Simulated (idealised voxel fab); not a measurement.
Process module name: voxel transistor to metal
The figure presents cross-section cut, which has a width of 265 nm and is divided into square cells with an edge length of 5 nm.
Cross-section layout: square cells on a grid; listed as bands, top to bottom; a band spans one or more cell rows.
Band entry format. Leading values: height of top, height of bottom, nm. Remainder: materials in left-to-right order, each with its width in nm. Special words: "everywhere" on a single material, which then fills the band edge to edge; "blank", empty space.
Zero point of the height axis is 0; under it, received wafer = one material. Lowest band: continues down indefinitely, "0 and below".
The notation "30 to 40" denotes a width that varies across the rows of cells in the band, beginning at the first number in the top row, finishing at the second number in the bottom row, and changing by an identical amount from each row to the next.
What does "left unchanged" mean for a step? It means no cell of the cross-section changed in that step.
The entry "Tabulated closed voids" lists the empty spaces that cover at least 8 cells and have no open path to the top. Each is written as width x height at distance, where the distance is measured from the left edge and all three values are in nm.
That trailing text on a step's line, after the settings, is the simulator's own remark on the step.
On any step carrying a mask, the "overlay nm" setting, if present on the step's line, tells how far right of its planned place the mask lay; negative values point to the left.
plan:
- 1: RECEIVE,material Si
- 2: OXIDIZE,depth nm 5
- 3: CONFORMAL_DEP,material SiN,thk nm 15
- 4: PATTERN,tone cover,mask id ACTIVE,material resist,width nm 105,pitch nm 130,thk nm 20,overlay nm 0
- 5: DIRECTIONAL_ETCH,etch materials SiN,depth nm 15
- 6: DIRECTIONAL_ETCH,etch materials SiO2,depth nm 5
- 7: DIRECTIONAL_ETCH,etch materials Si,depth nm 25
- 8: STRIP,etch materials resist
- 9: OXIDIZE,depth nm 5
- 10: FILL_DEP,material SiO2,thk nm 15
- 11: CMP,height nm 15
- 12: SELECTIVE_ETCH,etch materials SiO2,depth nm 10
- 13: STRIP,etch materials SiN
- 14: SELECTIVE_ETCH,etch materials SiO2,depth nm 5
- 15: OXIDIZE,depth nm 5
- 16: DIRECTIONAL_DEP,material polySi,thk nm 25
- 17: DIRECTIONAL_DEP,material SiCN,thk nm 10
- 18: MASKED_ETCH,tone cover,mask id GATE,width nm 25,pitch nm 130,etch materials SiCN,depth nm 20,overlay nm 0
- 19: MASKED_ETCH,tone cover,mask id GATE,width nm 25,pitch nm 130,etch materials polySi,depth nm 35,overlay nm 0
- 20: CONFORMAL_DEP,material SiN,thk nm 5
- 21: DIRECTIONAL_ETCH,etch materials SiN,depth nm 5
- 22: DIRECTIONAL_ETCH,etch materials SiO2,depth nm 5
- 23: EPI,material nSi,thk nm 5
- 24: FILL_DEP,material SiO2,thk nm 5
- 25: CMP,height nm 30
- 26: DIRECTIONAL_DEP,material SiO2,thk nm 10
- 27: MASKED_ETCH,tone open,mask id CONTACT,width nm 15,etch materials SiO2,depth nm 45,overlay nm 0
- 28: CONFORMAL_DEP,material TiN,thk nm 5
- 29: FILL_DEP,material Ru,thk nm 10
- 30: CMP,height nm 40
- 31: CONFORMAL_DEP,material SiN,thk nm 5
- 32: DIRECTIONAL_DEP,material SiO2,thk nm 25
- 33: MASKED_ETCH,tone open,mask id METAL_1,width nm 15,etch materials SiO2,depth nm 25,overlay nm 0
- 34: MASKED_ETCH,tone open,mask id METAL_1,width nm 15,etch materials SiN,depth nm 5,overlay nm 0
- 35: CONFORMAL_DEP,material TiN,thk nm 5
- 36: FILL_DEP,material Ru,thk nm 10
- 37: CMP,height nm 70
- 38: EPI,material Ru,thk nm 5
- 39: FILL_DEP,material SiCN,thk nm 5
Cross-sectional view of the wafer in its as-received condition, corresponding to the state after step 1:
0 and below | Si everywhere
Tabulated closed voids: none
Cross-sectional view of the first of the two wafers upon completion of the module, processed in accordance with the plan:
80 down to 75 | SiCN everywhere
75 down to 70 | SiCN: 20 | Ru: 25 | SiCN: 45 | Ru: 25 | SiCN: 35 | Ru: 25 | SiCN: 45 | Ru: 25 | SiCN: 20
70 down to 45 | SiO2: 25 | TiN: 5 | Ru: 5 | TiN: 5 | SiO2: 55 | TiN: 5 | Ru: 5 | TiN: 5 | SiO2: 45 | TiN: 5 | Ru: 5 | TiN: 5 | SiO2: 55 | TiN: 5 | Ru: 5 | TiN: 5 | SiO2: 25
45 down to 40 | SiN: 25 | TiN: 15 | SiN: 55 | TiN: 15 | SiN: 45 | TiN: 15 | SiN: 55 | TiN: 15 | SiN: 25
40 down to 30 | SiO2: 25 | TiN: 5 | Ru: 5 | TiN: 5 | SiO2: 55 | TiN: 5 | Ru: 5 | TiN: 5 | SiO2: 45 | TiN: 5 | Ru: 5 | TiN: 5 | SiO2: 55 | TiN: 5 | Ru: 5 | TiN: 5 | SiO2: 25
30 down to 20 | SiO2: 25 | TiN: 5 | Ru: 5 | TiN: 5 | SiO2: 10 | SiN: 5 | SiCN: 25 | SiN: 5 | SiO2: 10 | TiN: 5 | Ru: 5 | TiN: 5 | SiO2: 45 | TiN: 5 | Ru: 5 | TiN: 5 | SiO2: 10 | SiN: 5 | SiCN: 25 | SiN: 5 | SiO2: 10 | TiN: 5 | Ru: 5 | TiN: 5 | SiO2: 25
20 down to 0 | SiO2: 25 | TiN: 5 | Ru: 5 | TiN: 5 | SiO2: 10 | SiN: 5 | polySi: 25 | SiN: 5 | SiO2: 10 | TiN: 5 | Ru: 5 | TiN: 5 | SiO2: 45 | TiN: 5 | Ru: 5 | TiN: 5 | SiO2: 10 | SiN: 5 | polySi: 25 | SiN: 5 | SiO2: 10 | TiN: 5 | Ru: 5 | TiN: 5 | SiO2: 25
0 down to -5 | SiO2: 10 | SiN: 5 | SiO2: 10 | TiN: 15 | SiO2: 10 | SiN: 5 | polySi: 25 | SiN: 5 | SiO2: 10 | TiN: 15 | SiO2: 10 | SiN: 5 | SiO2: 15 | SiN: 5 | SiO2: 10 | TiN: 15 | SiO2: 10 | SiN: 5 | polySi: 25 | SiN: 5 | SiO2: 10 | TiN: 15 | SiO2: 10 | SiN: 5 | SiO2: 10
-5 down to -10 | SiO2: 15 | nSi: 35 | SiO2: 35 | nSi: 35 | SiO2: 25 | nSi: 35 | SiO2: 35 | nSi: 35 | SiO2: 15
-10 down to -35 | SiO2: 20 | Si: 95 | SiO2: 35 | Si: 95 | SiO2: 20
-35 and below | Si everywhere
Tabulated closed voids: none
Same start, same plan as the first wafer - but one mistake in the run. Cross-section of the second of the two at the end of the module:
80 down to 75 | SiCN everywhere
75 down to 70 | SiCN: 20 | Ru: 25 | SiCN: 45 | Ru: 25 | SiCN: 35 | Ru: 25 | SiCN: 45 | Ru: 25 | SiCN: 20
70 down to 45 | SiO2: 25 | TiN: 5 | Ru: 5 | TiN: 5 | SiO2: 55 | TiN: 5 | Ru: 5 | TiN: 5 | SiO2: 45 | TiN: 5 | Ru: 5 | TiN: 5 | SiO2: 55 | TiN: 5 | Ru: 5 | TiN: 5 | SiO2: 25
45 down to 40 | SiN: 25 | TiN: 15 | SiN: 55 | TiN: 15 | SiN: 45 | TiN: 15 | SiN: 55 | TiN: 15 | SiN: 25
40 down to 30 | SiO2: 25 | TiN: 5 | Ru: 5 | TiN: 5 | SiO2: 55 | TiN: 5 | Ru: 5 | TiN: 5 | SiO2: 45 | TiN: 5 | Ru: 5 | TiN: 5 | SiO2: 55 | TiN: 5 | Ru: 5 | TiN: 5 | SiO2: 25
30 down to 20 | SiO2: 25 | TiN: 5 | Ru: 5 | TiN: 5 | SiO2: 10 | SiN: 5 | SiCN: 25 | SiN: 5 | SiO2: 10 | TiN: 5 | Ru: 5 | TiN: 5 | SiO2: 45 | TiN: 5 | Ru: 5 | TiN: 5 | SiO2: 10 | SiN: 5 | SiCN: 25 | SiN: 5 | SiO2: 10 | TiN: 5 | Ru: 5 | TiN: 5 | SiO2: 25
20 down to 0 | SiO2: 25 | TiN: 5 | Ru: 5 | TiN: 5 | SiO2: 10 | SiN: 5 | polySi: 25 | SiN: 5 | SiO2: 10 | TiN: 5 | Ru: 5 | TiN: 5 | SiO2: 45 | TiN: 5 | Ru: 5 | TiN: 5 | SiO2: 10 | SiN: 5 | polySi: 25 | SiN: 5 | SiO2: 10 | TiN: 5 | Ru: 5 | TiN: 5 | SiO2: 25
0 down to -5 | SiO2: 10 | SiN: 5 | SiO2: 10 | TiN: 15 | SiO2: 10 | SiN: 5 | polySi: 25 | SiN: 5 | SiO2: 10 | TiN: 15 | SiO2: 10 | SiN: 5 | SiO2: 15 | SiN: 5 | SiO2: 10 | TiN: 15 | SiO2: 10 | SiN: 5 | polySi: 25 | SiN: 5 | SiO2: 10 | TiN: 15 | SiO2: 10 | SiN: 5 | SiO2: 10
-5 down to -10 | SiO2: 15 | nSi: 35 | SiO2: 35 | nSi: 35 | SiO2: 25 | nSi: 35 | SiO2: 35 | nSi: 35 | SiO2: 15
-10 down to -60 | SiO2: 20 | Si: 95 | SiO2: 35 | Si: 95 | SiO2: 20
-60 and below | Si everywhere
Tabulated closed voids: none
Here's what went sideways: it should be noted that step 7 of the plan was executed twice
Wafer comparison, final, in cells, second relative to first, materials more or fewer: 75 fewer of Si, 75 more of SiO2
